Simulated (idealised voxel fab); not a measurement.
You're looking at the process module voxel ribs on slabs.
Section shown: cut. Width: 155 nm. Cell size: 5 nm, square.
Each cross-section below is a grid of square cells, stated as bands in top-down order, with one or more rows of cells making up each band. Band: top and bottom heights (nm) first, top before bottom; then materials from left to right, widths in nm. "throughout" marks a sole material filling the band edge to edge. "air" denotes empty space. Counting heights begins at 0, where everything beneath is, in the wafer as received, one material. The lowest band has no bottom; it goes on downwards, as "0 nm and below" shows. Width: "30->40" (first number = top row, second number = bottom row, same change from row to row of cells). "changes: none" after a step means that no cell of the cross-section changed. "Catalogued sealed voids" enumerates empty spaces isolated from the top, with no open way to it, that contain at least 8 cells, giving each as width x height at distance from the left edge, all three in nm. That trailing text on a step's line, after the settings, is the simulator's own remark on the step. If you see "overlay nm" on a step's line and that step has a mask, it's telling you how far right of where it was planned the mask ended up; a negative number means it went left instead.
Here's what the planned process steps look like
- 1: RECEIVE with material Si
- 2: DIRECTIONAL_DEP with material SiO2, thk nm 25
- 3: DIRECTIONAL_DEP with material SiN, thk nm 20
- 4: DIRECTIONAL_DEP with material aC, thk nm 15
- 5: PATTERN with tone cover, mask id RIB, material resist, width nm 30, thk nm 35, overlay nm 0
- 6: DIRECTIONAL_ETCH with etch materials aC, depth nm 15
- 7: STRIP with etch materials resist
- 8: DIRECTIONAL_ETCH with etch materials SiN, depth nm 10
- 9: STRIP with etch materials aC
- 10: DIRECTIONAL_DEP with material aC, thk nm 15
- 11: PATTERN with tone cover, mask id SLAB, material resist, width nm 60, thk nm 30, overlay nm 0
- 12: DIRECTIONAL_ETCH with etch materials aC, depth nm 15
- 13: STRIP with etch materials resist
- 14: DIRECTIONAL_ETCH with etch materials SiN, depth nm 10
- 15: STRIP with etch materials aC
- 16: FILL_DEP with material SiO2, thk nm 20
- 17: CMP with height nm 55
- 18: DIRECTIONAL_DEP with material TiN, thk nm 10
- 19: PATTERN with tone cover, mask id HEATER, material resist, width nm 40, thk nm 20, overlay nm 0
- 20: DIRECTIONAL_ETCH with etch materials TiN, depth nm 10
- 21: STRIP with etch materials resist
- 22: CONFORMAL_DEP with material SiN, thk nm 5
Incoming wafer, cross-sectional view, post step 1
	0 nm and below: Si throughout
	Catalogued sealed voids: none
Wafer cross-section at end of module: start and plan as shown above, one execution error
	70 nm to 65 nm: air=50, SiN=50, air=55
	65 nm to 60 nm: air=50, SiN=5, TiN=40, SiN=5, air=55
	60 nm to 55 nm: SiN=55, TiN=40, SiN=60
	55 nm to 35 nm: SiO2 throughout
	35 nm to 25 nm: SiN=45, SiO2=15, SiN=30, SiO2=15, SiN=50
	25 nm to 0 nm: SiO2 throughout
	0 nm and below: Si throughout
	Catalogued sealed voids: none
Want to know what went wrong? rather than as planned, step 11 actually ran as PATTERN with tone open, mask id SLAB, material resist, width nm 60, thk nm 30, overlay nm 0
